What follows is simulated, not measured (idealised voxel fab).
This is a process module. Its name is voxel gate over fins.
Displayed cross-section: cut, width of 190 nm, square cells sized 5 nm.
Just so we're on the same page, the cross-sections are grids of square cells, and they're listed out in bands top to bottom, each band one or more rows deep. Quick guide to a band line: top height, bottom height (nm) up front; then every material left to right with its width in nm. Only one material and it's marked "everywhere"? Then it fills the band edge to edge. And "air" just means empty space. Convention: height 0 is the level below which the wafer, as received, is all one material. The lowest band does not terminate at the bottom but continues downward, represented as "0..down". Quick explanation for "30 to 40": the width changes in equal steps down the rows of cells, from the first number in the band's top row to the second number in its bottom row. Step note "nothing was modified" = no cross-section cell changed. "Closed void inventory" means: voids of 8 cells or more that are shut off from the top with no open way through. Written width x height at distance, distance from the left edge, in nm. Anything after a step's settings on that line? It's the simulator's own note about the step. "overlay nm", when on a step's line for a step with a mask, measures how far to the right of its planned place the mask lay; a negative measure means to the left.

## The planned process steps are enumerated hereunder
- 1: RECEIVE,material Si
- 2: CONFORMAL_DEP,material SiN,thk nm 10
- 3: MASKED_ETCH,tone cover,mask id FINS,width nm 15,pitch nm 50,etch materials SiN,depth nm 10,overlay nm 0
- 4: MASKED_ETCH,tone cover,mask id FINS,width nm 15,pitch nm 50,etch materials Si,depth nm 35,overlay nm 0
- 5: OXIDIZE,depth nm 5
- 6: FILL_DEP,material SiO2,thk nm 15
- 7: CMP,height nm 10
- 8: PATTERN,tone open,mask id RAIL,material resist,width nm 15,thk nm 15,overlay nm 0
- 9: DIRECTIONAL_ETCH,etch materials SiO2,depth nm 40
- 10: STRIP,etch materials resist
- 11: CONFORMAL_DEP,material TiN,thk nm 5
- 12: FILL_DEP,material Ru,thk nm 10
- 13: CMP,height nm 10
- 14: SELECTIVE_ETCH,etch materials W Ru TiN,depth nm 30
- 15: FILL_DEP,material SiO2,thk nm 5
- 16: CMP,height nm 10
- 17: SELECTIVE_ETCH,etch materials SiO2,depth nm 25
- 18: STRIP,etch materials SiN
- 19: CONFORMAL_DEP,material HfO2,thk nm 5
- 20: CONFORMAL_DEP,material TiN,thk nm 5
- 21: CONFORMAL_DEP,material TiAl,thk nm 5
- 22: CONFORMAL_DEP,material TiN,thk nm 5
- 23: FILL_DEP,material W,thk nm 10
- 24: CMP,height nm 25
- 25: CONFORMAL_DEP,material SiN,thk nm 5

## Cross-section of the wafer as it came to us, i.e., already through step 1
> 0..down = Si everywhere
> Closed void inventory: none

## Same starting wafer, same plan as above, one mistake in the execution; this is the cross-section at the end of the module
> 30..25 = SiN everywhere
> 25..20 = W everywhere
> 20..15 = W: 45 | TiN: 45 | W: 5 | TiN: 45 | W: 50
> 15..10 = W: 45 | TiN: 5 | TiAl: 35 | TiN: 5 | W: 5 | TiN: 5 | TiAl: 35 | TiN: 5 | W: 50
> 10..5 = W: 45 | TiN: 5 | TiAl: 5 | TiN: 25 | TiAl: 5 | TiN: 5 | W: 5 | TiN: 5 | TiAl: 5 | TiN: 25 | TiAl: 5 | TiN: 5 | W: 50
> 5..0 = TiN: 50 | TiAl: 5 | TiN: 5 | HfO2: 15 | TiN: 5 | TiAl: 5 | TiN: 15 | TiAl: 5 | TiN: 5 | HfO2: 15 | TiN: 5 | TiAl: 5 | TiN: 55
> 0..-5 = TiAl: 55 | TiN: 5 | HfO2: 5 | Si: 5 | HfO2: 5 | TiN: 5 | TiAl: 25 | TiN: 5 | HfO2: 5 | Si: 5 | HfO2: 5 | TiN: 5 | TiAl: 60
> -5..-10 = TiN: 60 | HfO2: 5 | Si: 5 | HfO2: 5 | TiN: 35 | HfO2: 5 | Si: 5 | HfO2: 5 | TiN: 65
> -10..-15 = HfO2: 65 | Si: 5 | HfO2: 45 | Si: 5 | HfO2: 70
> -15..-20 = SiO2: 65 | Si: 5 | SiO2: 45 | Si: 5 | SiO2: 70
> -20..-25 = SiO2: 65 | Si: 5 | SiO2: 20 | TiN: 5 | Ru: 5 | TiN: 5 | SiO2: 10 | Si: 5 | SiO2: 70
> -25..-30 = SiO2: 65 | Si: 5 | SiO2: 20 | TiN: 15 | SiO2: 10 | Si: 5 | SiO2: 70
> -30..-40 = SiO2: 65 | Si: 5 | SiO2: 45 | Si: 5 | SiO2: 70
> -40..down = Si everywhere
> Closed void inventory: none
Which mistake was made when the wafer was run? it should be noted that step 8 was executed with settings other than those planned, the operation and settings actually applied being PATTERN,tone open,mask id RAIL,material resist,width nm 15,thk nm 15,overlay nm 5
